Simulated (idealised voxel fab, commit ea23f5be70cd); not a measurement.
Process module under the name voxel gate over fins
Section cut is 290 nm wide and gridded with 5 nm square cells.
How to read a cross-section here: the picture is a grid of square cells, written as bands going from the top down, and any band can span one or more rows of cells.
What a band's entry tells you: where the top is and where the bottom is, as heights in nm, and after that what lies inside, material by material from left to right, each with its width in nm. Empty space is written as the word "blank", and a single material marked with the word "everywhere" occupies the band from edge to edge.
Counting heights begins at 0, where everything beneath is, in the wafer as received, one material. The lowest band has no bottom; it goes on downwards, as "from 0 down" shows.
Width "30->40": first value at the band's top row of cells, second value at its bottom row, equal change from row to row.
"nothing changed" after a step means that no cell of the cross-section changed.
Reported under the label "Tabulated closed voids" are the empty spaces having no open way to the top and comprising 8 cells or more; the notation for each is width x height at distance, in which the distance is measured from the left edge and all three values are in nm.
Text after the settings on a step's line: the simulator's own remark on that step.
You can add "overlay nm" to a step's line. For a step with a mask, it describes how far the mask lay to the right of its planned position, and a negative number describes a lay to the left.
[Planned step list for the process]
| 1 | op RECEIVE | material Si |
| 2 | op CONFORMAL_DEP | material SiN | thk nm 10 |
| 3 | op MASKED_ETCH | tone cover | mask id FINS | width nm 15 | pitch nm 40 | etch materials SiN | depth nm 10 | overlay nm 0 |
| 4 | op MASKED_ETCH | tone cover | mask id FINS | width nm 15 | pitch nm 40 | etch materials Si | depth nm 30 | overlay nm -15 |
| 5 | op FILL_DEP | material SiO2 | thk nm 5 |
| 6 | op CMP | height nm 10 |
| 7 | op SELECTIVE_ETCH | etch materials SiO2 | depth nm 25 |
| 8 | op STRIP | etch materials SiN |
| 9 | op CONFORMAL_DEP | material HfO2 | thk nm 5 |
| 10 | op CONFORMAL_DEP | material TiN | thk nm 5 |
| 11 | op CONFORMAL_DEP | material TiAl | thk nm 5 |
| 12 | op CONFORMAL_DEP | material TiN | thk nm 5 |
| 13 | op FILL_DEP | material W | thk nm 10 |
| 14 | op CMP | height nm 25 |
| 15 | op CONFORMAL_DEP | material SiCN | thk nm 10 |
What sets these wafers apart? The overlay nm at step 4. They all start alike, and the plan carries the first wafer's value.
[Sectional view: first of several wafers, as received, after step 1]
  from 0 down = Si everywhere
  Tabulated closed voids: none
[The first of several wafers, seen in cross-section after the module's last step, step 15]
  from 35 to 25 = SiCN everywhere
  from 25 to 20 = W everywhere
  from 20 to 15 = W 80  TiN 110  W 100
  from 15 to 10 = W 80  TiN 5  TiAl 100  TiN 5  W 100
  from 10 to 5 = W 80  TiN 5  TiAl 5  TiN 90  TiAl 5  TiN 5  W 100
  from 5 to 0 = TiN 85  TiAl 5  TiN 5  HfO2 80  TiN 5  TiAl 5  TiN 105
  from 0 to -5 = TiAl 90  TiN 5  HfO2 5  Si 30  HfO2 10  Si 30  HfO2 5  TiN 5  TiAl 110
  from -5 to -10 = TiN 95  HfO2 5  Si 30  HfO2 10  Si 30  HfO2 5  TiN 115
  from -10 to -15 = HfO2 100  Si 30  HfO2 10  Si 30  HfO2 120
  from -15 to -30 = SiO2 100  Si 30  SiO2 10  Si 30  SiO2 120
  from -30 down = Si everywhere
  Tabulated closed voids: none
[Cross-sectional view of the final wafer of several at the module's end]
  from 35 to 25 = SiCN everywhere
  from 25 to 20 = W everywhere
  from 20 to 15 = W 95  TiN 110  W 85
  from 15 to 10 = W 95  TiN 5  TiAl 100  TiN 5  W 85
  from 10 to 5 = W 95  TiN 5  TiAl 5  TiN 90  TiAl 5  TiN 5  W 85
  from 5 to 0 = TiN 100  TiAl 5  TiN 5  HfO2 80  TiN 5  TiAl 5  TiN 90
  from 0 to -5 = TiAl 105  TiN 5  HfO2 5  Si 30  HfO2 10  Si 30  HfO2 5  TiN 5  TiAl 95
  from -5 to -10 = TiN 110  HfO2 5  Si 30  HfO2 10  Si 30  HfO2 5  TiN 100
  from -10 to -15 = HfO2 115  Si 30  HfO2 10  Si 30  HfO2 105
  from -15 to -30 = SiO2 115  Si 30  SiO2 10  Si 30  SiO2 105
  from -30 down = Si everywhere
  Tabulated closed voids: none
[Per wafer, end of module: cells gained (+) or lost (-) per material since receipt, then closed voids]
overlay nm -15; +70 HfO2; -276 Si; +116 SiCN; +138 SiO2; +64 TiAl; +128 TiN; +166 W; Tabulated closed voids: none
overlay nm -10; +70 HfO2; -288 Si; +116 SiCN; +144 SiO2; +64 TiAl; +131 TiN; +169 W; Tabulated closed voids: none
overlay nm -5; +70 HfO2; -300 Si; +116 SiCN; +150 SiO2; +64 TiAl; +134 TiN; +172 W; Tabulated closed voids: none
overlay nm 0; +70 HfO2; -312 Si; +116 SiCN; +156 SiO2; +67 TiAl; +134 TiN; +175 W; Tabulated closed voids: none
overlay nm 5; +70 HfO2; -300 Si; +116 SiCN; +150 SiO2; +64 TiAl; +134 TiN; +172 W; Tabulated closed voids: none
overlay nm 10; +70 HfO2; -288 Si; +116 SiCN; +144 SiO2; +64 TiAl; +131 TiN; +169 W; Tabulated closed voids: none
overlay nm 15; +70 HfO2; -276 Si; +116 SiCN; +138 SiO2; +64 TiAl; +128 TiN; +166 W; Tabulated closed voids: none
